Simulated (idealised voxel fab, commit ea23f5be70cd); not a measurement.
The following is a process module called voxel self aligned contacts.
The cross-section on display is named cut; it measures 180 nm wide, and its cells are 5 nm squares.
Think of the cross-section as a grid of square cells. We describe it in bands, top to bottom, and each band covers one or more rows of those cells.
Top height, bottom height, nm. Materials left to right, width each, nm. Single material + "edge to edge" = fills band edge to edge. "empty" = empty.
Heights are expressed relative to 0, this being the level below which the as-received wafer comprises one material exclusively. The lowest band is unbounded in the downward direction and is denoted as in "0 nm and below".
The width entry "30 to 40" should be interpreted row by row: the top row of cells in the band takes the first number, the bottom row takes the second number, and the change between adjacent rows is uniform throughout.
Key: "no alterations made" - step with no changed cell in the cross-section.
Each empty space that has no open way to the top and spans at least 8 cells appears under "Closed cavity list" as width x height at distance, the distance counted from the left edge, all in nm.
On a step's line, text after the settings is the simulator commenting on that step.
Steps that use a mask can have "overlay nm" on their line. It says how far the mask sat to the right of where it was meant to be. Negative means to the left.

Steps planned for the process:
- 1: RECEIVE [material Si]
- 2: OXIDIZE [depth nm 5]
- 3: DIRECTIONAL_DEP [material polySi] [thk nm 20]
- 4: DIRECTIONAL_DEP [material SiN] [thk nm 15]
- 5: DIRECTIONAL_DEP [material aC] [thk nm 10]
- 6: PATTERN [tone cover] [mask id GATE] [material resist] [width nm 25] [pitch nm 50] [thk nm 25] [overlay nm 0]
- 7: DIRECTIONAL_ETCH [etch materials aC] [depth nm 10]
- 8: STRIP [etch materials resist]
- 9: DIRECTIONAL_ETCH [etch materials SiN] [depth nm 15]
- 10: DIRECTIONAL_ETCH [etch materials polySi] [depth nm 20]
- 11: STRIP [etch materials aC]
- 12: CONFORMAL_DEP [material SiN] [thk nm 5]
- 13: DIRECTIONAL_ETCH [etch materials SiN] [depth nm 5]
- 14: FILL_DEP [material SiO2] [thk nm 10]
- 15: CMP [height nm 40]
- 16: PATTERN [tone open] [mask id CONTACT] [material resist] [width nm 35] [thk nm 15] [overlay nm 0]
- 17: DIRECTIONAL_ETCH [etch materials SiO2] [depth nm 45]
- 18: STRIP [etch materials resist]
- 19: CONFORMAL_DEP [material TiN] [thk nm 5]
- 20: FILL_DEP [material Ru] [thk nm 10]
- 21: CMP [height nm 40]
- 22: CONFORMAL_DEP [material SiN] [thk nm 5]

First wafer of two (run as planned):

So this is the incoming wafer in cross-section - it's already been through step 1:
    0 nm and below = Si edge to edge
    Closed cavity list: none

The wafer, seen in cross-section, after step 2:
    0 nm to -5 nm = SiO2 edge to edge
    All layers under -5 are left as they were.

The wafer, seen in cross-section, after step 3:
    20 nm to 0 nm = polySi edge to edge
    All layers under 0 are left as they were.

The wafer, seen in cross-section, after step 4:
    35 nm to 20 nm = SiN edge to edge
    All layers under 20 are left as they were.

The wafer, seen in cross-section, after step 5:
    45 nm to 35 nm = aC edge to edge
    All layers under 35 are left as they were.

The wafer, seen in cross-section, after step 6:
    70 nm to 45 nm = 50 empty | 25 resist | 25 empty | 25 resist | 55 empty
    All layers under 45 are left as they were.

The wafer, seen in cross-section, after step 7:
    60 nm to 45 nm = 50 empty | 25 resist | 25 empty | 25 resist | 55 empty
    45 nm to 35 nm = 50 empty | 25 aC | 25 empty | 25 aC | 55 empty
    All layers under 35 are left as they were.

The wafer, seen in cross-section, after step 8:
    45 nm to 35 nm = 50 empty | 25 aC | 25 empty | 25 aC | 55 empty
    All layers under 35 are left as they were.

The wafer, seen in cross-section, after step 9:
    45 nm to 35 nm = 50 empty | 25 aC | 25 empty | 25 aC | 55 empty
    35 nm to 20 nm = 50 empty | 25 SiN | 25 empty | 25 SiN | 55 empty
    All layers under 20 are left as they were.

The wafer, seen in cross-section, after step 10:
    45 nm to 35 nm = 50 empty | 25 aC | 25 empty | 25 aC | 55 empty
    35 nm to 20 nm = 50 empty | 25 SiN | 25 empty | 25 SiN | 55 empty
    20 nm to 0 nm = 50 empty | 25 polySi | 25 empty | 25 polySi | 55 empty
    All layers under 0 are left as they were.

The wafer, seen in cross-section, after step 11:
    35 nm to 20 nm = 50 empty | 25 SiN | 25 empty | 25 SiN | 55 empty
    All layers under 20 are left as they were.

The wafer, seen in cross-section, after step 12:
    40 nm to 20 nm = 45 empty | 35 SiN | 15 empty | 35 SiN | 50 empty
    20 nm to 5 nm = 45 empty | 5 SiN | 25 polySi | 5 SiN | 15 empty | 5 SiN | 25 polySi | 5 SiN | 50 empty
    5 nm to 0 nm = 50 SiN | 25 polySi | 25 SiN | 25 polySi | 55 SiN
    All layers under 0 are left as they were.

The wafer, seen in cross-section, after step 13:
    35 nm to 20 nm = 45 empty | 35 SiN | 15 empty | 35 SiN | 50 empty
    20 nm to 0 nm = 45 empty | 5 SiN | 25 polySi | 5 SiN | 15 empty | 5 SiN | 25 polySi | 5 SiN | 50 empty
    All layers under 0 are left as they were.

The wafer, seen in cross-section, after step 14:
    45 nm to 35 nm = SiO2 edge to edge
    35 nm to 20 nm = 45 SiO2 | 35 SiN | 15 SiO2 | 35 SiN | 50 SiO2
    20 nm to 0 nm = 45 SiO2 | 5 SiN | 25 polySi | 5 SiN | 15 SiO2 | 5 SiN | 25 polySi | 5 SiN | 50 SiO2
    All layers under 0 are left as they were.

The wafer, seen in cross-section, after step 15:
    40 nm to 35 nm = SiO2 edge to edge
    All layers under 35 are left as they were.

The wafer, seen in cross-section, after step 16:
    55 nm to 40 nm = 70 resist | 35 empty | 75 resist
    All layers under 40 are left as they were.

The wafer, seen in cross-section, after step 17:
    55 nm to 40 nm = 70 resist | 35 empty | 75 resist
    40 nm to 35 nm = 70 SiO2 | 35 empty | 75 SiO2
    35 nm to 20 nm = 45 SiO2 | 35 SiN | 15 empty | 35 SiN | 50 SiO2
    20 nm to 0 nm = 45 SiO2 | 5 SiN | 25 polySi | 5 SiN | 15 empty | 5 SiN | 25 polySi | 5 SiN | 50 SiO2
    0 nm to -5 nm = 80 SiO2 | 15 empty | 85 SiO2
    All layers under -5 are left as they were.

The wafer, seen in cross-section, after step 18:
    40 nm to 35 nm = 70 SiO2 | 35 empty | 75 SiO2
    All layers under 35 are left as they were.

The wafer, seen in cross-section, after step 19:
    45 nm to 40 nm = 75 TiN | 25 empty | 80 TiN
    40 nm to 35 nm = 70 SiO2 | 15 TiN | 5 empty | 15 TiN | 75 SiO2
    35 nm to 20 nm = 45 SiO2 | 35 SiN | 5 TiN | 5 empty | 5 TiN | 35 SiN | 50 SiO2
    20 nm to 0 nm = 45 SiO2 | 5 SiN | 25 polySi | 5 SiN | 5 TiN | 5 empty | 5 TiN | 5 SiN | 25 polySi | 5 SiN | 50 SiO2
    0 nm to -5 nm = 80 SiO2 | 15 TiN | 85 SiO2
    All layers under -5 are left as they were.

The wafer, seen in cross-section, after step 20:
    55 nm to 45 nm = Ru edge to edge
    45 nm to 40 nm = 75 TiN | 25 Ru | 80 TiN
    40 nm to 35 nm = 70 SiO2 | 15 TiN | 5 Ru | 15 TiN | 75 SiO2
    35 nm to 20 nm = 45 SiO2 | 35 SiN | 5 TiN | 5 Ru | 5 TiN | 35 SiN | 50 SiO2
    20 nm to 0 nm = 45 SiO2 | 5 SiN | 25 polySi | 5 SiN | 5 TiN | 5 Ru | 5 TiN | 5 SiN | 25 polySi | 5 SiN | 50 SiO2
    All layers under 0 are left as they were.

The wafer, seen in cross-section, after step 21:
    40 nm to 35 nm = 70 SiO2 | 15 TiN | 5 Ru | 15 TiN | 75 SiO2
    All layers under 35 are left as they were.

The wafer, seen in cross-section, after step 22:
    45 nm to 40 nm = SiN edge to edge
    All layers under 40 are left as they were.

Wafer two of two - same starting point, same process plan, one mistake in execution; matches wafer one up to and including step 3:

Cross-sectional view of the second wafer at the intended end time of process step 4:
    50 nm to 20 nm = SiN edge to edge
    All layers under 20 are left as they were.

Cross-sectional view of the second wafer at the intended end time of process step 5:
    60 nm to 50 nm = aC edge to edge
    All layers under 50 are left as they were.

Cross-sectional view of the second wafer at the intended end time of process step 6:
    85 nm to 60 nm = 50 empty | 25 resist | 25 empty | 25 resist | 55 empty
    All layers under 60 are left as they were.

Cross-sectional view of the second wafer at the intended end time of process step 7:
    75 nm to 60 nm = 50 empty | 25 resist | 25 empty | 25 resist | 55 empty
    60 nm to 50 nm = 50 empty | 25 aC | 25 empty | 25 aC | 55 empty
    All layers under 50 are left as they were.

Cross-sectional view of the second wafer at the intended end time of process step 8:
    60 nm to 50 nm = 50 empty | 25 aC | 25 empty | 25 aC | 55 empty
    All layers under 50 are left as they were.

Cross-sectional view of the second wafer at the intended end time of process step 9:
    60 nm to 50 nm = 50 empty | 25 aC | 25 empty | 25 aC | 55 empty
    50 nm to 35 nm = 50 empty | 25 SiN | 25 empty | 25 SiN | 55 empty
    All layers under 35 are left as they were.

Cross-sectional view of the second wafer at the intended end time of process step 10: no alterations made

Cross-sectional view of the second wafer at the intended end time of process step 11:
    50 nm to 35 nm = 50 empty | 25 SiN | 25 empty | 25 SiN | 55 empty
    All layers under 35 are left as they were.

Cross-sectional view of the second wafer at the intended end time of process step 12:
    55 nm to 40 nm = 45 empty | 35 SiN | 15 empty | 35 SiN | 50 empty
    40 nm to 20 nm = SiN edge to edge
    All layers under 20 are left as they were.

Cross-sectional view of the second wafer at the intended end time of process step 13:
    50 nm to 35 nm = 45 empty | 35 SiN | 15 empty | 35 SiN | 50 empty
    All layers under 35 are left as they were.

Cross-sectional view of the second wafer at the intended end time of process step 14:
    60 nm to 50 nm = SiO2 edge to edge
    50 nm to 35 nm = 45 SiO2 | 35 SiN | 15 SiO2 | 35 SiN | 50 SiO2
    All layers under 35 are left as they were.

Cross-sectional view of the second wafer at the intended end time of process step 15:
    40 nm to 35 nm = 45 SiO2 | 35 SiN | 15 SiO2 | 35 SiN | 50 SiO2
    All layers under 35 are left as they were.

Cross-sectional view of the second wafer at the intended end time of process step 16:
    55 nm to 40 nm = 70 resist | 35 empty | 75 resist
    All layers under 40 are left as they were.

Cross-sectional view of the second wafer at the intended end time of process step 17:
    55 nm to 40 nm = 70 resist | 35 empty | 75 resist
    40 nm to 35 nm = 45 SiO2 | 35 SiN | 15 empty | 35 SiN | 50 SiO2
    All layers under 35 are left as they were.

Cross-sectional view of the second wafer at the intended end time of process step 18:
    40 nm to 35 nm = 45 SiO2 | 35 SiN | 15 empty | 35 SiN | 50 SiO2
    All layers under 35 are left as they were.

Cross-sectional view of the second wafer at the intended end time of process step 19:
    45 nm to 40 nm = 85 TiN | 5 empty | 90 TiN
    40 nm to 35 nm = 45 SiO2 | 35 SiN | 15 TiN | 35 SiN | 50 SiO2
    All layers under 35 are left as they were.

Cross-sectional view of the second wafer at the intended end time of process step 20:
    55 nm to 45 nm = Ru edge to edge
    45 nm to 40 nm = 85 TiN | 5 Ru | 90 TiN
    All layers under 40 are left as they were.

Cross-sectional view of the second wafer at the intended end time of process step 21:
    40 nm to 35 nm = 45 SiO2 | 35 SiN | 15 TiN | 35 SiN | 50 SiO2
    All layers under 35 are left as they were.

Cross-sectional view of the second wafer at the intended end time of process step 22:
    45 nm to 40 nm = SiN edge to edge
    All layers under 40 are left as they were.
Heads up, the wafer didn't run the way we planned it: step 4 of the plan was twice carried out
Final cells, second wafer relative to first, materials higher or lower: -8 Ru, +64 SiN, -140 SiO2, -20 TiN, +104 polySi
